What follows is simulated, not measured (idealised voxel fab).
Process module name: voxel gate over fins
195 nm wide, 5 nm square cells: that's cross-section cut.
A cross-section is a grid of square cells, given in bands from the top down. A band is one or more rows of cells. Band entry format. Leading values: height of top, height of bottom, nm. Remainder: materials in left-to-right order, each with its width in nm. Special words: "all across" on a single material, which then fills the band edge to edge; "empty", empty space. All heights in this document are referenced to 0, defined as the level beneath which the wafer, as received, consists entirely of one material. The lowest band is not bounded below; it extends indefinitely downward and is written in the form "0..down". Graded width ("30..40"): value in top row of band = first number; value in bottom row = second number; row-to-row change constant. "no modification" for a step: no cell of the cross-section changed in that step. "Tabulated closed voids" contains a list of empty spaces, each no smaller than 8 cells and without an open way to the top, written in the form width x height at distance with the distance from the left edge and all three in nm. On a step's line, text after the settings is the simulator commenting on that step. overlay nm: right-of-plan distance of the mask on a masked step; negative values mean left-of-plan. Reading key. Pairs: pre-step and post-step cross-section, one process step apart; post-step view only to lowest changed band. Step between + settings: beneath pair. Runs: pairs may be from different runs of this module, same starting wafer. Continuation from pair above: only where "Pre-processing view" entry says.
Pre-processing view
- 5..0  SiO2 35, then SiN 15, then SiO2 5, then TiN 5, then W 15, then TiN 5, then SiO2 10, then SiN 15, then SiO2 40, then SiN 15, then SiO2 35
- 0..-25  SiO2 35, then Si 15, then SiO2 5, then TiN 5, then W 15, then TiN 5, then SiO2 10, then Si 15, then SiO2 40, then Si 15, then SiO2 35
- -25..-30  SiO2 35, then Si 15, then SiO2 5, then TiN 25, then SiO2 10, then Si 15, then SiO2 40, then Si 15, then SiO2 35
- -30..-35  SiO2 35, then Si 15, then SiO2 40, then Si 15, then SiO2 40, then Si 15, then SiO2 35
- -35..down  Si all across
- Tabulated closed voids: none
Sectional Result
- 5..0  SiO2 35, then SiN 15, then SiO2 5, then empty 25, then SiO2 10, then SiN 15, then SiO2 40, then SiN 15, then SiO2 35
- 0..-15  SiO2 35, then Si 15, then SiO2 5, then empty 25, then SiO2 10, then Si 15, then SiO2 40, then Si 15, then SiO2 35
- Under the height -15 nothing was changed.
- Tabulated closed voids: none
Between the cross-sections above, the step performed was SELECTIVE_ETCH,etch materials W Ru TiN,depth nm 20
Pre-processing view: check the pair just above; its after cross-section is our before state.
Sectional Result
- 10..5  SiO2 all across
- 5..0  SiO2 35, then SiN 15, then SiO2 40, then SiN 15, then SiO2 40, then SiN 15, then SiO2 35
- 0..-15  SiO2 35, then Si 15, then SiO2 40, then Si 15, then SiO2 40, then Si 15, then SiO2 35
- Under the height -15 nothing was changed.
- Tabulated closed voids: none
Between the cross-sections above, the step performed was FILL_DEP,material SiO2,thk nm 5
Pre-processing view: check the pair just above; its after cross-section is our before state.
Sectional Result
- 5..0  SiO2 35, then SiN 15, then SiO2 40, then SiN 15, then SiO2 40, then SiN 15, then SiO2 35
- Under the height 0 nothing was changed.
- Tabulated closed voids: none
Between the cross-sections above, the step performed was CMP,height nm 5
Pre-processing view: check the pair just above; its after cross-section is our before state.
Sectional Result
- 5..0  empty 35, then SiN 15, then empty 40, then SiN 15, then empty 40, then SiN 15, then empty 35
- 0..-10  empty 35, then Si 15, then empty 40, then Si 15, then empty 40, then Si 15, then empty 35
- Under the height -10 nothing was changed.
- Tabulated closed voids: none
Between the cross-sections above, the step performed was SELECTIVE_ETCH,etch materials SiO2,depth nm 15
Pre-processing view: check the pair just above; its after cross-section is our before state.
Sectional Result
- 0..-10  empty 35, then Si 15, then empty 40, then Si 15, then empty 40, then Si 15, then empty 35
- Under the height -10 nothing was changed.
- Tabulated closed voids: none
Between the cross-sections above, the step performed was STRIP,etch materials SiN
Pre-processing view: check the pair just above; its after cross-section is our before state.
Sectional Result
- 5..0  empty 30, then HfO2 25, then empty 30, then HfO2 25, then empty 30, then HfO2 25, then empty 30
- 0..-5  empty 30, then HfO2 5, then Si 15, then HfO2 5, then empty 30, then HfO2 5, then Si 15, then HfO2 5, then empty 30, then HfO2 5, then Si 15, then HfO2 5, then empty 30
- -5..-10  HfO2 35, then Si 15, then HfO2 40, then Si 15, then HfO2 40, then Si 15, then HfO2 35
- Under the height -10 nothing was changed.
- Tabulated closed voids: none
Between the cross-sections above, the step performed was CONFORMAL_DEP,material HfO2,thk nm 5
Pre-processing view: check the pair just above; its after cross-section is our before state.
Sectional Result
- 10..5  empty 25, then TiN 35, then empty 20, then TiN 35, then empty 20, then TiN 35, then empty 25
- 5..0  empty 25, then TiN 5, then HfO2 25, then TiN 5, then empty 20, then TiN 5, then HfO2 25, then TiN 5, then empty 20, then TiN 5, then HfO2 25, then TiN 5, then empty 25
- 0..-5  TiN 30, then HfO2 5, then Si 15, then HfO2 5, then TiN 30, then HfO2 5, then Si 15, then HfO2 5, then TiN 30, then HfO2 5, then Si 15, then HfO2 5, then TiN 30
- Under the height -5 nothing was changed.
- Tabulated closed voids: none
Between the cross-sections above, the step performed was CONFORMAL_DEP,material TiN,thk nm 5
Pre-processing view: check the pair just above; its after cross-section is our before state.
Sectional Result
- 25..10  W all across
- 10..5  W 25, then TiN 35, then W 20, then TiN 35, then W 20, then TiN 35, then W 25
- 5..0  W 25, then TiN 5, then HfO2 25, then TiN 5, then W 20, then TiN 5, then HfO2 25, then TiN 5, then W 20, then TiN 5, then HfO2 25, then TiN 5, then W 25
- Under the height 0 nothing was changed.
- Tabulated closed voids: none
Between the cross-sections above, the step performed was FILL_DEP,material W,thk nm 15
Pre-processing view: check the pair just above; its after cross-section is our before state.
Sectional Result
- 20..10  W all across
- Under the height 10 nothing was changed.
- Tabulated closed voids: none
Between the cross-sections above, the step performed was CMP,height nm 20
Pre-processing view: check the pair just above; its after cross-section is our before state.
Sectional Result
- 25..20  SiCN all across
- Under the height 20 nothing was changed.
- Tabulated closed voids: none
Between the cross-sections above, the step performed was CONFORMAL_DEP,material SiCN,thk nm 5
Pre-processing view
- 20..5  aC all across
- 5..0  SiO2 35, then SiN 15, then SiO2 40, then SiN 15, then SiO2 40, then SiN 15, then SiO2 35
- 0..-35  SiO2 35, then Si 15, then SiO2 40, then Si 15, then SiO2 40, then Si 15, then SiO2 35
- -35..down  Si all across
- Tabulated closed voids: none
Sectional Result
- 50..20  resist 50, then empty 15, then resist 130
- Under the height 20 nothing was changed.
- Tabulated closed voids: none
Between the cross-sections above, the step performed was PATTERN,tone open,mask id RAIL,material resist,width nm 15,thk nm 30,overlay nm -10
Pre-processing view: check the pair just above; its after cross-section is our before state.
Sectional Result
- 35..20  resist 50, then empty 15, then resist 130
- 20..5  aC 50, then empty 15, then aC 130
- Under the height 5 nothing was changed.
- Tabulated closed voids: none
Between the cross-sections above, the step performed was DIRECTIONAL_ETCH,etch materials aC,depth nm 15
Pre-processing view: check the pair just above; its after cross-section is our before state.
Sectional Result
- 20..5  aC 50, then empty 15, then aC 130
- Under the height 5 nothing was changed.
- Tabulated closed voids: none
Between the cross-sections above, the step performed was STRIP,etch materials resist
Pre-processing view: check the pair just above; its after cross-section is our before state.
Sectional Result
- 20..5  aC 50, then empty 15, then aC 130
- 5..0  SiO2 35, then SiN 15, then empty 15, then SiO2 25, then SiN 15, then SiO2 40, then SiN 15, then SiO2 35
- 0..-30  SiO2 35, then Si 15, then empty 15, then SiO2 25, then Si 15, then SiO2 40, then Si 15, then SiO2 35
- Under the height -30 nothing was changed.
- Tabulated closed voids: none
Between the cross-sections above, the step performed was DIRECTIONAL_ETCH,etch materials SiO2,depth nm 35
Pre-processing view: check the pair just above; its after cross-section is our before state.
Sectional Result
- 5..0  SiO2 35, then SiN 15, then empty 15, then SiO2 25, then SiN 15, then SiO2 40, then SiN 15, then SiO2 35
- Under the height 0 nothing was changed.
- Tabulated closed voids: none
Between the cross-sections above, the step performed was STRIP,etch materials aC
Pre-processing view: check the pair just above; its after cross-section is our before state.
Sectional Result
- 10..5  TiN 55, then empty 5, then TiN 135
- 5..0  SiO2 35, then SiN 15, then TiN 5, then empty 5, then TiN 5, then SiO2 25, then SiN 15, then SiO2 40, then SiN 15, then SiO2 35
- 0..-25  SiO2 35, then Si 15, then TiN 5, then empty 5, then TiN 5, then SiO2 25, then Si 15, then SiO2 40, then Si 15, then SiO2 35
- -25..-30  SiO2 35, then Si 15, then TiN 15, then SiO2 25, then Si 15, then SiO2 40, then Si 15, then SiO2 35
- Under the height -30 nothing was changed.
- Tabulated closed voids: none
Between the cross-sections above, the step performed was CONFORMAL_DEP,material TiN,thk nm 5
Pre-processing view: check the pair just above; its after cross-section is our before state.
Sectional Result
- 15..10  W all across
- 10..5  TiN 55, then W 5, then TiN 135
- 5..0  SiO2 35, then SiN 15, then TiN 5, then W 5, then TiN 5, then SiO2 25, then SiN 15, then SiO2 40, then SiN 15, then SiO2 35
- 0..-25  SiO2 35, then Si 15, then TiN 5, then W 5, then TiN 5, then SiO2 25, then Si 15, then SiO2 40, then Si 15, then SiO2 35
- Under the height -25 nothing was changed.
- Tabulated closed voids: none
Between the cross-sections above, the step performed was FILL_DEP,material W,thk nm 5
Pre-processing view: check the pair just above; its after cross-section is our before state.
Sectional Result
- 5..0  SiO2 35, then SiN 15, then TiN 5, then W 5, then TiN 5, then SiO2 25, then SiN 15, then SiO2 40, then SiN 15, then SiO2 35
- Under the height 0 nothing was changed.
- Tabulated closed voids: none
Between the cross-sections above, the step performed was CMP,height nm 5
Pre-processing view: check the pair just above; its after cross-section is our before state.
Sectional Result
- 5..0  SiO2 35, then SiN 15, then empty 15, then SiO2 25, then SiN 15, then SiO2 40, then SiN 15, then SiO2 35
- 0..-15  SiO2 35, then Si 15, then empty 15, then SiO2 25, then Si 15, then SiO2 40, then Si 15, then SiO2 35
- Under the height -15 nothing was changed.
- Tabulated closed voids: none
Between the cross-sections above, the step performed was SELECTIVE_ETCH,etch materials W Ru TiN,depth nm 20
Pre-processing view: check the pair just above; its after cross-section is our before state.
Sectional Result
- 10..5  SiO2 all across
- 5..0  SiO2 35, then SiN 15, then SiO2 40, then SiN 15, then SiO2 40, then SiN 15, then SiO2 35
- 0..-15  SiO2 35, then Si 15, then SiO2 40, then Si 15, then SiO2 40, then Si 15, then SiO2 35
- Under the height -15 nothing was changed.
- Tabulated closed voids: none
Between the cross-sections above, the step performed was FILL_DEP,material SiO2,thk nm 5
Pre-processing view: check the pair just above; its after cross-section is our before state.
Sectional Result
- 5..0  SiO2 35, then SiN 15, then SiO2 40, then SiN 15, then SiO2 40, then SiN 15, then SiO2 35
- Under the height 0 nothing was changed.
- Tabulated closed voids: none
Between the cross-sections above, the step performed was CMP,height nm 5
Pre-processing view: check the pair just above; its after cross-section is our before state.
Sectional Result
- 5..0  empty 35, then SiN 15, then empty 40, then SiN 15, then empty 40, then SiN 15, then empty 35
- 0..-10  empty 35, then Si 15, then empty 40, then Si 15, then empty 40, then Si 15, then empty 35
- Under the height -10 nothing was changed.
- Tabulated closed voids: none
Between the cross-sections above, the step performed was SELECTIVE_ETCH,etch materials SiO2,depth nm 15
Pre-processing view: check the pair just above; its after cross-section is our before state.
Sectional Result
- 0..-10  empty 35, then Si 15, then empty 40, then Si 15, then empty 40, then Si 15, then empty 35
- Under the height -10 nothing was changed.
- Tabulated closed voids: none
Between the cross-sections above, the step performed was STRIP,etch materials SiN
Pre-processing view: check the pair just above; its after cross-section is our before state.
Sectional Result
- 5..0  empty 30, then HfO2 25, then empty 30, then HfO2 25, then empty 30, then HfO2 25, then empty 30
- 0..-5  empty 30, then HfO2 5, then Si 15, then HfO2 5, then empty 30, then HfO2 5, then Si 15, then HfO2 5, then empty 30, then HfO2 5, then Si 15, then HfO2 5, then empty 30
- -5..-10  HfO2 35, then Si 15, then HfO2 40, then Si 15, then HfO2 40, then Si 15, then HfO2 35
- Under the height -10 nothing was changed.
- Tabulated closed voids: none
Between the cross-sections above, the step performed was CONFORMAL_DEP,material HfO2,thk nm 5
Pre-processing view: check the pair just above; its after cross-section is our before state.
Sectional Result
- 10..5  empty 25, then TiN 35, then empty 20, then TiN 35, then empty 20, then TiN 35, then empty 25
- 5..0  empty 25, then TiN 5, then HfO2 25, then TiN 5, then empty 20, then TiN 5, then HfO2 25, then TiN 5, then empty 20, then TiN 5, then HfO2 25, then TiN 5, then empty 25
- 0..-5  TiN 30, then HfO2 5, then Si 15, then HfO2 5, then TiN 30, then HfO2 5, then Si 15, then HfO2 5, then TiN 30, then HfO2 5, then Si 15, then HfO2 5, then TiN 30
- Under the height -5 nothing was changed.
- Tabulated closed voids: none
Between the cross-sections above, the step performed was CONFORMAL_DEP,material TiN,thk nm 5
Pre-processing view: check the pair just above; its after cross-section is our before state.
Sectional Result
- 25..10  W all across
- 10..5  W 25, then TiN 35, then W 20, then TiN 35, then W 20, then TiN 35, then W 25
- 5..0  W 25, then TiN 5, then HfO2 25, then TiN 5, then W 20, then TiN 5, then HfO2 25, then TiN 5, then W 20, then TiN 5, then HfO2 25, then TiN 5, then W 25
- Under the height 0 nothing was changed.
- Tabulated closed voids: none
Between the cross-sections above, the step performed was FILL_DEP,material W,thk nm 15
Pre-processing view: check the pair just above; its after cross-section is our before state.
Sectional Result
- 20..10  W all across
- Under the height 10 nothing was changed.
- Tabulated closed voids: none
Between the cross-sections above, the step performed was CMP,height nm 20
Pre-processing view: check the pair just above; its after cross-section is our before state.
Sectional Result
- 25..20  SiCN all across
- Under the height 20 nothing was changed.
- Tabulated closed voids: none
Between the cross-sections above, the step performed was CONFORMAL_DEP,material SiCN,thk nm 5
Pre-processing view
- 5..0  SiO2 35, then SiN 15, then SiO2 10, then empty 15, then SiO2 15, then SiN 15, then SiO2 40, then SiN 15, then SiO2 35
- 0..-30  SiO2 35, then Si 15, then SiO2 10, then empty 15, then SiO2 15, then Si 15, then SiO2 40, then Si 15, then SiO2 35
- -30..-35  SiO2 35, then Si 15, then SiO2 40, then Si 15, then SiO2 40, then Si 15, then SiO2 35
- -35..down  Si all across
- Tabulated closed voids: none
Sectional Result
- 10..5  SiO2 65, then empty 5, then SiO2 125
- 5..0  SiO2 35, then SiN 15, then SiO2 15, then empty 5, then SiO2 20, then SiN 15, then SiO2 40, then SiN 15, then SiO2 35
- 0..-25  SiO2 35, then Si 15, then SiO2 15, then empty 5, then SiO2 20, then Si 15, then SiO2 40, then Si 15, then SiO2 35
- -25..-35  SiO2 35, then Si 15, then SiO2 40, then Si 15, then SiO2 40, then Si 15, then SiO2 35
- Under the height -35 nothing was changed.
- Tabulated closed voids: none
Between the cross-sections above, the step performed was CONFORMAL_DEP,material SiO2,thk nm 5
Pre-processing view: check the pair just above; its after cross-section is our before state.
Sectional Result
- 15..10  W all across
- 10..5  SiO2 65, then W 5, then SiO2 125
- 5..0  SiO2 35, then SiN 15, then SiO2 15, then W 5, then SiO2 20, then SiN 15, then SiO2 40, then SiN 15, then SiO2 35
- 0..-25  SiO2 35, then Si 15, then SiO2 15, then W 5, then SiO2 20, then Si 15, then SiO2 40, then Si 15, then SiO2 35
- Under the height -25 nothing was changed.
- Tabulated closed voids: none
Between the cross-sections above, the step performed was FILL_DEP,material W,thk nm 5
Pre-processing view: check the pair just above; its after cross-section is our before state.
Sectional Result
- 5..0  SiO2 35, then SiN 15, then SiO2 15, then W 5, then SiO2 20, then SiN 15, then SiO2 40, then SiN 15, then SiO2 35
- Under the height 0 nothing was changed.
- Tabulated closed voids: none
Between the cross-sections above, the step performed was CMP,height nm 5
Pre-processing view: check the pair just above; its after cross-section is our before state.
Sectional Result
- 5..0  SiO2 35, then SiN 15, then SiO2 15, then empty 5, then SiO2 20, then SiN 15, then SiO2 40, then SiN 15, then SiO2 35
- 0..-15  SiO2 35, then Si 15, then SiO2 15, then empty 5, then SiO2 20, then Si 15, then SiO2 40, then Si 15, then SiO2 35
- Under the height -15 nothing was changed.
- Tabulated closed voids: none
Between the cross-sections above, the step performed was SELECTIVE_ETCH,etch materials W Ru TiN,depth nm 20
Pre-processing view: check the pair just above; its after cross-section is our before state.
Sectional Result
- 10..5  SiO2 all across
- 5..0  SiO2 35, then SiN 15, then SiO2 40, then SiN 15, then SiO2 40, then SiN 15, then SiO2 35
- 0..-15  SiO2 35, then Si 15, then SiO2 40, then Si 15, then SiO2 40, then Si 15, then SiO2 35
- Under the height -15 nothing was changed.
- Tabulated closed voids: none
Between the cross-sections above, the step performed was FILL_DEP,material SiO2,thk nm 5
Pre-processing view: check the pair just above; its after cross-section is our before state.
Sectional Result
- 5..0  SiO2 35, then SiN 15, then SiO2 40, then SiN 15, then SiO2 40, then SiN 15, then SiO2 35
- Under the height 0 nothing was changed.
- Tabulated closed voids: none
Between the cross-sections above, the step performed was CMP,height nm 5
Pre-processing view: check the pair just above; its after cross-section is our before state.
Sectional Result
- 5..0  empty 35, then SiN 15, then empty 40, then SiN 15, then empty 40, then SiN 15, then empty 35
- 0..-10  empty 35, then Si 15, then empty 40, then Si 15, then empty 40, then Si 15, then empty 35
- Under the height -10 nothing was changed.
- Tabulated closed voids: none
Between the cross-sections above, the step performed was SELECTIVE_ETCH,etch materials SiO2,depth nm 15
Pre-processing view: check the pair just above; its after cross-section is our before state.
Sectional Result
- 0..-10  empty 35, then Si 15, then empty 40, then Si 15, then empty 40, then Si 15, then empty 35
- Under the height -10 nothing was changed.
- Tabulated closed voids: none
Between the cross-sections above, the step performed was STRIP,etch materials SiN
Pre-processing view: check the pair just above; its after cross-section is our before state.
Sectional Result
- 5..0  empty 30, then HfO2 25, then empty 30, then HfO2 25, then empty 30, then HfO2 25, then empty 30
- 0..-5  empty 30, then HfO2 5, then Si 15, then HfO2 5, then empty 30, then HfO2 5, then Si 15, then HfO2 5, then empty 30, then HfO2 5, then Si 15, then HfO2 5, then empty 30
- -5..-10  HfO2 35, then Si 15, then HfO2 40, then Si 15, then HfO2 40, then Si 15, then HfO2 35
- Under the height -10 nothing was changed.
- Tabulated closed voids: none
Between the cross-sections above, the step performed was CONFORMAL_DEP,material HfO2,thk nm 5
Pre-processing view: check the pair just above; its after cross-section is our before state.
Sectional Result
- 10..5  empty 25, then TiN 35, then empty 20, then TiN 35, then empty 20, then TiN 35, then empty 25
- 5..0  empty 25, then TiN 5, then HfO2 25, then TiN 5, then empty 20, then TiN 5, then HfO2 25, then TiN 5, then empty 20, then TiN 5, then HfO2 25, then TiN 5, then empty 25
- 0..-5  TiN 30, then HfO2 5, then Si 15, then HfO2 5, then TiN 30, then HfO2 5, then Si 15, then HfO2 5, then TiN 30, then HfO2 5, then Si 15, then HfO2 5, then TiN 30
- Under the height -5 nothing was changed.
- Tabulated closed voids: none
Between the cross-sections above, the step performed was CONFORMAL_DEP,material TiN,thk nm 5
Pre-processing view: check the pair just above; its after cross-section is our before state.
Sectional Result
- 25..10  W all across
- 10..5  W 25, then TiN 35, then W 20, then TiN 35, then W 20, then TiN 35, then W 25
- 5..0  W 25, then TiN 5, then HfO2 25, then TiN 5, then W 20, then TiN 5, then HfO2 25, then TiN 5, then W 20, then TiN 5, then HfO2 25, then TiN 5, then W 25
- Under the height 0 nothing was changed.
- Tabulated closed voids: none
Between the cross-sections above, the step performed was FILL_DEP,material W,thk nm 15
Pre-processing view: check the pair just above; its after cross-section is our before state.
Sectional Result
- 20..10  W all across
- Under the height 10 nothing was changed.
- Tabulated closed voids: none
Between the cross-sections above, the step performed was CMP,height nm 20
Pre-processing view: check the pair just above; its after cross-section is our before state.
Sectional Result
- 25..20  SiCN all across
- Under the height 20 nothing was changed.
- Tabulated closed voids: none
Between the cross-sections above, the step performed was CONFORMAL_DEP,material SiCN,thk nm 5
Pre-processing view
- 20..5  aC all across
- 5..0  SiO2 35, then SiN 15, then SiO2 40, then SiN 15, then SiO2 40, then SiN 15, then SiO2 35
- 0..-35  SiO2 35, then Si 15, then SiO2 40, then Si 15, then SiO2 40, then Si 15, then SiO2 35
- -35..down  Si all across
- Tabulated closed voids: none
Sectional Result
- 50..20  empty 60, then resist 15, then empty 120
- Under the height 20 nothing was changed.
- Tabulated closed voids: none
Between the cross-sections above, the step performed was PATTERN,tone cover,mask id RAIL,material resist,width nm 15,thk nm 30,overlay nm 0
Pre-processing view: check the pair just above; its after cross-section is our before state.
Sectional Result
- 35..20  empty 60, then resist 15, then empty 120
- 20..5  empty 60, then aC 15, then empty 120
- Under the height 5 nothing was changed.
- Tabulated closed voids: none
Between the cross-sections above, the step performed was DIRECTIONAL_ETCH,etch materials aC,depth nm 15
Pre-processing view: check the pair just above; its after cross-section is our before state.
Sectional Result
- 20..5  empty 60, then aC 15, then empty 120
- Under the height 5 nothing was changed.
- Tabulated closed voids: none
Between the cross-sections above, the step performed was STRIP,etch materials resist
Pre-processing view: check the pair just above; its after cross-section is our before state.
Sectional Result
- 20..5  empty 60, then aC 15, then empty 120
- 5..0  empty 35, then SiN 15, then empty 10, then SiO2 15, then empty 15, then SiN 15, then empty 40, then SiN 15, then empty 35
- 0..-30  empty 35, then Si 15, then empty 10, then SiO2 15, then empty 15, then Si 15, then empty 40, then Si 15, then empty 35
- Under the height -30 nothing was changed.
- Tabulated closed voids: none
Between the cross-sections above, the step performed was DIRECTIONAL_ETCH,etch materials SiO2,depth nm 35
Pre-processing view: check the pair just above; its after cross-section is our before state.
Sectional Result
- 5..0  empty 35, then SiN 15, then empty 10, then SiO2 15, then empty 15, then SiN 15, then empty 40, then SiN 15, then empty 35
- Under the height 0 nothing was changed.
- Tabulated closed voids: none
Between the cross-sections above, the step performed was STRIP,etch materials aC
Pre-processing view: check the pair just above; its after cross-section is our before state.
Sectional Result
- 10..5  empty 30, then TiN 50, then empty 5, then TiN 25, then empty 30, then TiN 25, then empty 30
- 5..0  empty 30, then TiN 5, then SiN 15, then TiN 10, then SiO2 15, then TiN 5, then empty 5, then TiN 5, then SiN 15, then TiN 5, then empty 30, then TiN 5, then SiN 15, then TiN 5, then empty 30
- 0..-25  empty 30, then TiN 5, then Si 15, then TiN 10, then SiO2 15, then TiN 5, then empty 5, then TiN 5, then Si 15, then TiN 5, then empty 30, then TiN 5, then Si 15, then TiN 5, then empty 30
- -25..-30  TiN 35, then Si 15, then TiN 10, then SiO2 15, then TiN 15, then Si 15, then TiN 40, then Si 15, then TiN 35
- Under the height -30 nothing was changed.
- Tabulated closed voids: none
Between the cross-sections above, the step performed was CONFORMAL_DEP,material TiN,thk nm 5
Pre-processing view: check the pair just above; its after cross-section is our before state.
Sectional Result
- 15..10  W all across
- 10..5  W 30, then TiN 50, then W 5, then TiN 25, then W 30, then TiN 25, then W 30
- 5..0  W 30, then TiN 5, then SiN 15, then TiN 10, then SiO2 15, then TiN 5, then W 5, then TiN 5, then SiN 15, then TiN 5, then W 30, then TiN 5, then SiN 15, then TiN 5, then W 30
- 0..-25  W 30, then TiN 5, then Si 15, then TiN 10, then SiO2 15, then TiN 5, then W 5, then TiN 5, then Si 15, then TiN 5, then W 30, then TiN 5, then Si 15, then TiN 5, then W 30
- Under the height -25 nothing was changed.
- Tabulated closed voids: none
Between the cross-sections above, the step performed was FILL_DEP,material W,thk nm 5
Pre-processing view: check the pair just above; its after cross-section is our before state.
Sectional Result
- 5..0  W 30, then TiN 5, then SiN 15, then TiN 10, then SiO2 15, then TiN 5, then W 5, then TiN 5, then SiN 15, then TiN 5, then W 30, then TiN 5, then SiN 15, then TiN 5, then W 30
- Under the height 0 nothing was changed.
- Tabulated closed voids: none
Between the cross-sections above, the step performed was CMP,height nm 5
Pre-processing view: check the pair just above; its after cross-section is our before state.
Sectional Result
- 5..0  empty 35, then SiN 15, then empty 10, then SiO2 15, then empty 15, then SiN 15, then empty 40, then SiN 15, then empty 35
- 0..-15  empty 35, then Si 15, then empty 10, then SiO2 15, then empty 15, then Si 15, then empty 40, then Si 15, then empty 35
- Under the height -15 nothing was changed.
- Tabulated closed voids: none
Between the cross-sections above, the step performed was SELECTIVE_ETCH,etch materials W Ru TiN,depth nm 20
Pre-processing view: check the pair just above; its after cross-section is our before state.
Sectional Result
- 10..5  SiO2 all across
- 5..0  SiO2 35, then SiN 15, then SiO2 40, then SiN 15, then SiO2 40, then SiN 15, then SiO2 35
- 0..-15  SiO2 35, then Si 15, then SiO2 40, then Si 15, then SiO2 40, then Si 15, then SiO2 35
- Under the height -15 nothing was changed.
- Tabulated closed voids: none
Between the cross-sections above, the step performed was FILL_DEP,material SiO2,thk nm 5
Pre-processing view: check the pair just above; its after cross-section is our before state.
Sectional Result
- 5..0  SiO2 35, then SiN 15, then SiO2 40, then SiN 15, then SiO2 40, then SiN 15, then SiO2 35
- Under the height 0 nothing was changed.
- Tabulated closed voids: none
Between the cross-sections above, the step performed was CMP,height nm 5
Pre-processing view: check the pair just above; its after cross-section is our before state.
Sectional Result
- 5..0  empty 35, then SiN 15, then empty 40, then SiN 15, then empty 40, then SiN 15, then empty 35
- 0..-10  empty 35, then Si 15, then empty 40, then Si 15, then empty 40, then Si 15, then empty 35
- Under the height -10 nothing was changed.
- Tabulated closed voids: none
Between the cross-sections above, the step performed was SELECTIVE_ETCH,etch materials SiO2,depth nm 15
Pre-processing view: check the pair just above; its after cross-section is our before state.
Sectional Result
- 0..-10  empty 35, then Si 15, then empty 40, then Si 15, then empty 40, then Si 15, then empty 35
- Under the height -10 nothing was changed.
- Tabulated closed voids: none
Between the cross-sections above, the step performed was STRIP,etch materials SiN
Pre-processing view: check the pair just above; its after cross-section is our before state.
Sectional Result
- 5..0  empty 30, then HfO2 25, then empty 30, then HfO2 25, then empty 30, then HfO2 25, then empty 30
- 0..-5  empty 30, then HfO2 5, then Si 15, then HfO2 5, then empty 30, then HfO2 5, then Si 15, then HfO2 5, then empty 30, then HfO2 5, then Si 15, then HfO2 5, then empty 30
- -5..-10  HfO2 35, then Si 15, then HfO2 40, then Si 15, then HfO2 40, then Si 15, then HfO2 35
- Under the height -10 nothing was changed.
- Tabulated closed voids: none
Between the cross-sections above, the step performed was CONFORMAL_DEP,material HfO2,thk nm 5
Pre-processing view: check the pair just above; its after cross-section is our before state.
Sectional Result
- 10..5  empty 25, then TiN 35, then empty 20, then TiN 35, then empty 20, then TiN 35, then empty 25
- 5..0  empty 25, then TiN 5, then HfO2 25, then TiN 5, then empty 20, then TiN 5, then HfO2 25, then TiN 5, then empty 20, then TiN 5, then HfO2 25, then TiN 5, then empty 25
- 0..-5  TiN 30, then HfO2 5, then Si 15, then HfO2 5, then TiN 30, then HfO2 5, then Si 15, then HfO2 5, then TiN 30, then HfO2 5, then Si 15, then HfO2 5, then TiN 30
- Under the height -5 nothing was changed.
- Tabulated closed voids: none
Between the cross-sections above, the step performed was CONFORMAL_DEP,material TiN,thk nm 5
Pre-processing view: check the pair just above; its after cross-section is our before state.
Sectional Result
- 25..10  W all across
- 10..5  W 25, then TiN 35, then W 20, then TiN 35, then W 20, then TiN 35, then W 25
- 5..0  W 25, then TiN 5, then HfO2 25, then TiN 5, then W 20, then TiN 5, then HfO2 25, then TiN 5, then W 20, then TiN 5, then HfO2 25, then TiN 5, then W 25
- Under the height 0 nothing was changed.
- Tabulated closed voids: none
Between the cross-sections above, the step performed was FILL_DEP,material W,thk nm 15
Pre-processing view: check the pair just above; its after cross-section is our before state.
Sectional Result
- 20..10  W all across
- Under the height 10 nothing was changed.
- Tabulated closed voids: none
Between the cross-sections above, the step performed was CMP,height nm 20
Pre-processing view: check the pair just above; its after cross-section is our before state.
Sectional Result
- 25..20  SiCN all across
- Under the height 20 nothing was changed.
- Tabulated closed voids: none
Between the cross-sections above, the step performed was CONFORMAL_DEP,material SiCN,thk nm 5
